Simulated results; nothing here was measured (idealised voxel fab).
The following process module bears the name voxel transistor to metal.
The cross-section shown here is cut; it is 180 nm wide and divided into square cells measuring 5 nm on a side.
We lay out every cross-section as a grid of square cells and spell it out in bands from the top down, where one band means one or more rows of cells. Look at the band entry: it leads with the top's height and the bottom's height in nm. Then it lists the materials left to right, with a width in nm for each. The word "full width" on a single material says that material fills the band edge to edge. The word "blank" is empty space. We count height from 0. Below that, the starting wafer is all one material. The lowest band never ends at the bottom but goes on down; see "top 0, no bottom" for how that is written. Read "30..40" as a graded width: first number on top, second number at the bottom, same change between each pair of neighbouring rows. For the purposes of this document, the phrase "remains unaltered" attached to a step denotes that no cell within the cross-section was modified by that step. "Enclosed void list" contains a list of empty spaces, each no smaller than 8 cells and without an open way to the top, written in the form width x height at distance with the distance from the left edge and all three in nm. Formally, on a step line, whatever follows the settings is a remark that the simulator itself makes on the step. overlay nm, on a step with a mask: how far to the right of its planned place the mask lay; to the left if negative.

[So here's the lineup of process steps we planned]
1: RECEIVE: material Si
2: OXIDIZE: depth nm 5
3: CONFORMAL_DEP: material SiN, thk nm 10
4: PATTERN: tone cover, mask id ACTIVE, material resist, width nm 95, thk nm 15, overlay nm 0
5: DIRECTIONAL_ETCH: etch materials SiN, depth nm 10
6: DIRECTIONAL_ETCH: etch materials SiO2, depth nm 5
7: DIRECTIONAL_ETCH: etch materials Si, depth nm 25
8: STRIP: etch materials resist
9: OXIDIZE: depth nm 5
10: FILL_DEP: material SiO2, thk nm 15
11: CMP: height nm 10
12: SELECTIVE_ETCH: etch materials SiO2, depth nm 5
13: STRIP: etch materials SiN
14: SELECTIVE_ETCH: etch materials SiO2, depth nm 5
15: OXIDIZE: depth nm 5
16: DIRECTIONAL_DEP: material polySi, thk nm 20
17: DIRECTIONAL_DEP: material SiCN, thk nm 10
18: MASKED_ETCH: tone cover, mask id GATE, width nm 15, etch materials SiCN, depth nm 20, overlay nm 0
19: MASKED_ETCH: tone cover, mask id GATE, width nm 15, etch materials polySi, depth nm 30, overlay nm 0
20: CONFORMAL_DEP: material SiO2, thk nm 5
21: DIRECTIONAL_ETCH: etch materials SiO2, depth nm 5
22: CONFORMAL_DEP: material SiN, thk nm 10
23: DIRECTIONAL_ETCH: etch materials SiN, depth nm 10
24: DIRECTIONAL_ETCH: etch materials SiO2, depth nm 5
25: DIRECTIONAL_ETCH: etch materials Si, depth nm 15
26: EPI: material nSi, thk nm 20
27: FILL_DEP: material SiO2, thk nm 5
28: CMP: height nm 25
29: DIRECTIONAL_DEP: material SiO2, thk nm 10
30: PATTERN: tone open, mask id CONTACT, material resist, width nm 25, pitch nm 50, thk nm 15, overlay nm 0
31: DIRECTIONAL_ETCH: etch materials SiO2, depth nm 25
32: STRIP: etch materials resist
33: CONFORMAL_DEP: material TiN, thk nm 5
34: FILL_DEP: material Ru, thk nm 5
35: CMP: height nm 35
36: CONFORMAL_DEP: material SiN, thk nm 5
37: DIRECTIONAL_DEP: material lowk, thk nm 20
38: PATTERN: tone open, mask id METAL_1, material resist, width nm 15, pitch nm 60, thk nm 20, overlay nm 0
39: DIRECTIONAL_ETCH: etch materials lowk, depth nm 20
40: DIRECTIONAL_ETCH: etch materials SiN, depth nm 5
41: STRIP: etch materials resist
42: CONFORMAL_DEP: material TiN, thk nm 5
43: FILL_DEP: material W, thk nm 5
44: CMP: height nm 60
45: CONFORMAL_DEP: material SiCN, thk nm 5

[Cross-section of the incoming wafer, state after step 1]
    top 0, no bottom  Si full width
    Enclosed void list: none

[Sectioned view, first of two wafers, at the close of the module, processed as intended in the plan]
    top 65, bottom 60  SiCN full width
    top 60, bottom 40  lowk 50 nm, TiN 5 nm, W 5 nm, TiN 5 nm, lowk 45 nm, TiN 5 nm, W 5 nm, TiN 5 nm, lowk 55 nm
    top 40, bottom 35  SiN 50 nm, TiN 15 nm, SiN 45 nm, TiN 15 nm, SiN 55 nm
    top 35, bottom 25  SiO2 50 nm, TiN 5 nm, Ru 15..5 nm, TiN 5..15 nm, SiO2 25 nm, TiN 5..15 nm, Ru 15..5 nm, TiN 5 nm, SiO2 55 nm
    top 25, bottom 15  SiO2 50 nm, TiN 5 nm, Ru 5 nm, TiN 5 nm, SiN 10 nm, SiO2 5 nm, SiCN 15 nm, SiO2 5 nm, SiN 10 nm, TiN 5 nm, Ru 5 nm, TiN 5 nm, SiO2 55 nm
    top 15, bottom 10  SiO2 50 nm, TiN 15 nm, SiN 10 nm, SiO2 5 nm, polySi 15 nm, SiO2 5 nm, SiN 10 nm, TiN 15 nm, SiO2 55 nm
    top 10, bottom 0  SiO2 40 nm, nSi 25 nm, SiN 10 nm, SiO2 5 nm, polySi 15 nm, SiO2 5 nm, SiN 10 nm, nSi 25 nm, SiO2 45 nm
    top 0, bottom -5  SiO2 40 nm, SiN 10 nm, nSi 15 nm, SiN 10 nm, SiO2 5 nm, polySi 15 nm, SiO2 5 nm, SiN 10 nm, nSi 15 nm, SiN 10 nm, SiO2 45 nm
    top -5, bottom -10  SiO2 50 nm, nSi 15 nm, SiO2 45 nm, nSi 15 nm, SiO2 55 nm
    top -10, bottom -25  SiO2 45 nm, Si 5 nm, nSi 15 nm, Si 45 nm, nSi 15 nm, Si 5 nm, SiO2 50 nm
    top -25, bottom -35  SiO2 45 nm, Si 85 nm, SiO2 50 nm
    top -35, no bottom  Si full width
    Enclosed void list: none

[This is the second of the two wafers, cross-sectioned at the end of the module; it started exactly like the first and was given the same plan, but it was run with one mistake]
    top 65, bottom 60  SiCN full width
    top 60, bottom 40  W full width
    top 40, bottom 35  SiN full width
    top 35, bottom 25  SiO2 50 nm, TiN 5 nm, Ru 15..5 nm, TiN 5..15 nm, SiO2 25 nm, TiN 5..15 nm, Ru 15..5 nm, TiN 5 nm, SiO2 55 nm
    top 25, bottom 15  SiO2 50 nm, TiN 5 nm, Ru 5 nm, TiN 5 nm, SiN 10 nm, SiO2 5 nm, SiCN 15 nm, SiO2 5 nm, SiN 10 nm, TiN 5 nm, Ru 5 nm, TiN 5 nm, SiO2 55 nm
    top 15, bottom 10  SiO2 50 nm, TiN 15 nm, SiN 10 nm, SiO2 5 nm, polySi 15 nm, SiO2 5 nm, SiN 10 nm, TiN 15 nm, SiO2 55 nm
    top 10, bottom 0  SiO2 40 nm, nSi 25 nm, SiN 10 nm, SiO2 5 nm, polySi 15 nm, SiO2 5 nm, SiN 10 nm, nSi 25 nm, SiO2 45 nm
    top 0, bottom -5  SiO2 40 nm, SiN 10 nm, nSi 15 nm, SiN 10 nm, SiO2 5 nm, polySi 15 nm, SiO2 5 nm, SiN 10 nm, nSi 15 nm, SiN 10 nm, SiO2 45 nm
    top -5, bottom -10  SiO2 50 nm, nSi 15 nm, SiO2 45 nm, nSi 15 nm, SiO2 55 nm
    top -10, bottom -25  SiO2 45 nm, Si 5 nm, nSi 15 nm, Si 45 nm, nSi 15 nm, Si 5 nm, SiO2 50 nm
    top -25, bottom -35  SiO2 45 nm, Si 85 nm, SiO2 50 nm
    top -35, no bottom  Si full width
    Enclosed void list: none
Where did the run depart from the plan? step 37 was processed under conditions differing from the plan, specifically as DIRECTIONAL_DEP: material W, thk nm 20
Wrapping up, a cell-based count of both wafers puts the second over or under the first for these materials: +6 SiN | -22 TiN | +136 W | -120 lowk
